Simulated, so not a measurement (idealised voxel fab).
process module | voxel gate over fins
cross-section cut | 185 nm wide | cells 5 nm
A cross-section is a grid of square cells, given in bands from the top down. A band is one or more rows of cells.
Each band's line starts with the height of the band's top and of its bottom, in nm. Then come its materials from left to right, each with its width in nm. One material with "throughout" fills the band from edge to edge. "air" is empty space.
Height 0 is the level under which the wafer as received is all one material. The lowest band goes on downwards, as in "0 down".
A width such as "30 to 40" changes by the same amount from each row of cells to the next, from the band's top row to its bottom row.
"no change" after a step means that no cell of the cross-section changed.
closed voids: empty space of 8 cells or more with no open way to the top, each as width x height at its distance from the left edge, in nm
after a step's settings: what the simulator itself notes on the step
overlay nm, on a step with a mask: how far to the right of its planned place the mask lay; to the left if negative
plan
1 op RECEIVE | material Si
2 op CONFORMAL_DEP | material SiN | thk nm 10
3 op PATTERN | tone cover | mask id FINS | material resist | width nm 15 | pitch nm 45 | thk nm 20 | overlay nm 0
4 op DIRECTIONAL_ETCH | etch materials SiN | depth nm 10
5 op DIRECTIONAL_ETCH | etch materials Si | depth nm 35
6 op STRIP | etch materials resist
7 op FILL_DEP | material SiO2 | thk nm 5
8 op CMP | height nm 10
9 op SELECTIVE_ETCH | etch materials SiO2 | depth nm 20
10 op STRIP | etch materials SiN
11 op CONFORMAL_DEP | material HfO2 | thk nm 5
12 op CONFORMAL_DEP | material TiN | thk nm 5
13 op CONFORMAL_DEP | material TiAl | thk nm 5
14 op CONFORMAL_DEP | material TiN | thk nm 5
15 op FILL_DEP | material W | thk nm 15
16 op CMP | height nm 30
17 op CONFORMAL_DEP | material SiN | thk nm 5
as received, after step 1
  0 down: Si throughout
  closed voids: none
first wafer at the end, as planned
  35 to 30: SiN throughout
  30 to 20: W throughout
  20 to 15: W 40 | TiN 100 | W 45
  15 to 10: W 40 | TiN 5 | TiAl 90 | TiN 5 | W 45
  10 to 5: TiN 45 | TiAl 5 | TiN 35 | TiAl 10 | TiN 35 | TiAl 5 | TiN 50
  5 to 0: TiAl 50 | TiN 5 | HfO2 25 | TiN 5 | TiAl 10 | TiN 5 | HfO2 25 | TiN 5 | TiAl 55
  0 to -5: TiN 55 | HfO2 5 | Si 15 | HfO2 5 | TiN 20 | HfO2 5 | Si 15 | HfO2 5 | TiN 60
  -5 to -10: HfO2 60 | Si 15 | HfO2 30 | Si 15 | HfO2 65
  -10 to -35: SiO2 60 | Si 15 | SiO2 30 | Si 15 | SiO2 65
  -35 down: Si throughout
  closed voids: none
second wafer at the end: like start, like plan, one mistake
  35 to 30: SiN throughout
  30 to 20: W throughout
  20 to 15: W 40 | TiN 100 | W 45
  15 to 10: W 40 | TiN 5 | TiAl 90 | TiN 5 | W 45
  10 to 5: W 40 | TiN 5 | TiAl 5 | TiN 35 | TiAl 10 | TiN 35 | TiAl 5 | TiN 5 | W 45
  5 to 0: W 40 | TiN 5 | TiAl 5 | TiN 5 | HfO2 25 | TiN 5 | TiAl 10 | TiN 5 | HfO2 25 | TiN 5 | TiAl 5 | TiN 5 | W 45
  0 to -10: W 40 | TiN 5 | TiAl 5 | TiN 5 | HfO2 5 | Si 15 | HfO2 5 | TiN 5 | TiAl 10 | TiN 5 | HfO2 5 | Si 15 | HfO2 5 | TiN 5 | TiAl 5 | TiN 5 | W 45
  -10 to -15: TiN 45 | TiAl 5 | TiN 5 | HfO2 5 | Si 15 | HfO2 5 | TiN 5 | TiAl 10 | TiN 5 | HfO2 5 | Si 15 | HfO2 5 | TiN 5 | TiAl 5 | TiN 50
  -15 to -20: TiAl 50 | TiN 5 | HfO2 5 | Si 15 | HfO2 5 | TiN 5 | TiAl 10 | TiN 5 | HfO2 5 | Si 15 | HfO2 5 | TiN 5 | TiAl 55
  -20 to -25: TiN 55 | HfO2 5 | Si 15 | HfO2 5 | TiN 20 | HfO2 5 | Si 15 | HfO2 5 | TiN 60
  -25 to -30: HfO2 60 | Si 15 | HfO2 30 | Si 15 | HfO2 65
  -30 to -35: SiO2 60 | Si 15 | SiO2 30 | Si 15 | SiO2 65
  -35 down: Si throughout
  closed voids: none
what went wrong: step 9 was run twice
at the end the second wafer has, in cells: 16 more of HfO2 | 124 fewer of SiO2 | 16 more of TiAl | 24 more of TiN | 68 more of W
